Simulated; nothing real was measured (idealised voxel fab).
process module | voxel ribs on slabs
cross-section cut | 145 nm wide | cells 5 nm
A cross-section is a grid of square cells, given in bands from the top down. A band is one or more rows of cells.
Each band's line starts with the height of the band's top and of its bottom, in nm. Then come its materials from left to right, each with its width in nm. One material with "throughout" fills the band from edge to edge. "air" is empty space.
Height 0 is the level under which the wafer as received is all one material. The lowest band goes on downwards, as in "0 down".
A width such as "30 to 40" changes by the same amount from each row of cells to the next, from the band's top row to its bottom row.
"no change" after a step means that no cell of the cross-section changed.
closed voids: empty space of 8 cells or more with no open way to the top, each as width x height at its distance from the left edge, in nm
after a step's settings: what the simulator itself notes on the step
overlay nm, on a step with a mask: how far to the right of its planned place the mask lay; to the left if negative
plan
1 op RECEIVE | material Si
2 op DIRECTIONAL_DEP | material SiO2 | thk nm 25
3 op DIRECTIONAL_DEP | material SiN | thk nm 15
4 op PATTERN | tone cover | mask id RIB | material resist | width nm 25 | thk nm 20 | overlay nm 0
5 op DIRECTIONAL_ETCH | etch materials SiN | depth nm 5
6 op STRIP | etch materials resist
7 op PATTERN | tone cover | mask id SLAB | material resist | width nm 85 | thk nm 15 | overlay nm 0
8 op DIRECTIONAL_ETCH | etch materials SiN | depth nm 10
9 op STRIP | etch materials resist
10 op FILL_DEP | material SiO2 | thk nm 15
11 op CMP | height nm 50
12 op DIRECTIONAL_DEP | material W | thk nm 10
13 op PATTERN | tone cover | mask id HEATER | material resist | width nm 35 | thk nm 20 | overlay nm 0
14 op DIRECTIONAL_ETCH | etch materials W | depth nm 10
15 op STRIP | etch materials resist
16 op CONFORMAL_DEP | material SiO2 | thk nm 5
first wafer, as planned
as received, after step 1
  0 down: Si throughout
  closed voids: none
after step 2
  25 to 0: SiO2 throughout
  below 0: unchanged
after step 3
  40 to 25: SiN throughout
  below 25: unchanged
after step 4
  60 to 40: air 60 | resist 25 | air 60
  below 40: unchanged
after step 5
  60 to 40: air 60 | resist 25 | air 60
  40 to 35: air 60 | SiN 25 | air 60
  below 35: unchanged
after step 6
  40 to 35: air 60 | SiN 25 | air 60
  below 35: unchanged
after step 7
  55 to 40: air 30 | resist 85 | air 30
  40 to 35: air 30 | resist 30 | SiN 25 | resist 30 | air 30
  below 35: unchanged
after step 8
  55 to 40: air 30 | resist 85 | air 30
  40 to 35: air 30 | resist 30 | SiN 25 | resist 30 | air 30
  35 to 25: air 30 | SiN 85 | air 30
  below 25: unchanged
after step 9
  40 to 35: air 60 | SiN 25 | air 60
  below 35: unchanged
after step 10
  55 to 40: SiO2 throughout
  40 to 35: SiO2 60 | SiN 25 | SiO2 60
  35 to 25: SiO2 30 | SiN 85 | SiO2 30
  below 25: unchanged
after step 11
  50 to 40: SiO2 throughout
  below 40: unchanged
after step 12
  60 to 50: W throughout
  below 50: unchanged
after step 13
  80 to 60: air 55 | resist 35 | air 55
  below 60: unchanged
after step 14
  80 to 60: air 55 | resist 35 | air 55
  60 to 50: air 55 | W 35 | air 55
  below 50: unchanged
after step 15
  60 to 50: air 55 | W 35 | air 55
  below 50: unchanged
after step 16
  65 to 60: air 50 | SiO2 45 | air 50
  60 to 55: air 50 | SiO2 5 | W 35 | SiO2 5 | air 50
  55 to 50: SiO2 55 | W 35 | SiO2 55
  below 50: unchanged
second wafer: like start, like plan, one mistake. Through step 13 it matches the first wafer
when step 14 should have ended
  80 to 60: air 55 | resist 35 | air 55
  60 to 55: air 55 | W 35 | air 55
  below 55: unchanged
when step 15 should have ended
  60 to 55: air 55 | W 35 | air 55
  below 55: unchanged
when step 16 should have ended
  65 to 60: air 50 | SiO2 45 | air 50
  60 to 55: SiO2 55 | W 35 | SiO2 55
  below 55: unchanged
what went wrong: step 14 ran as: op DIRECTIONAL_ETCH | etch materials W | depth nm 5
at the end the second wafer has, in cells: 2 fewer of SiO2 | 22 more of W
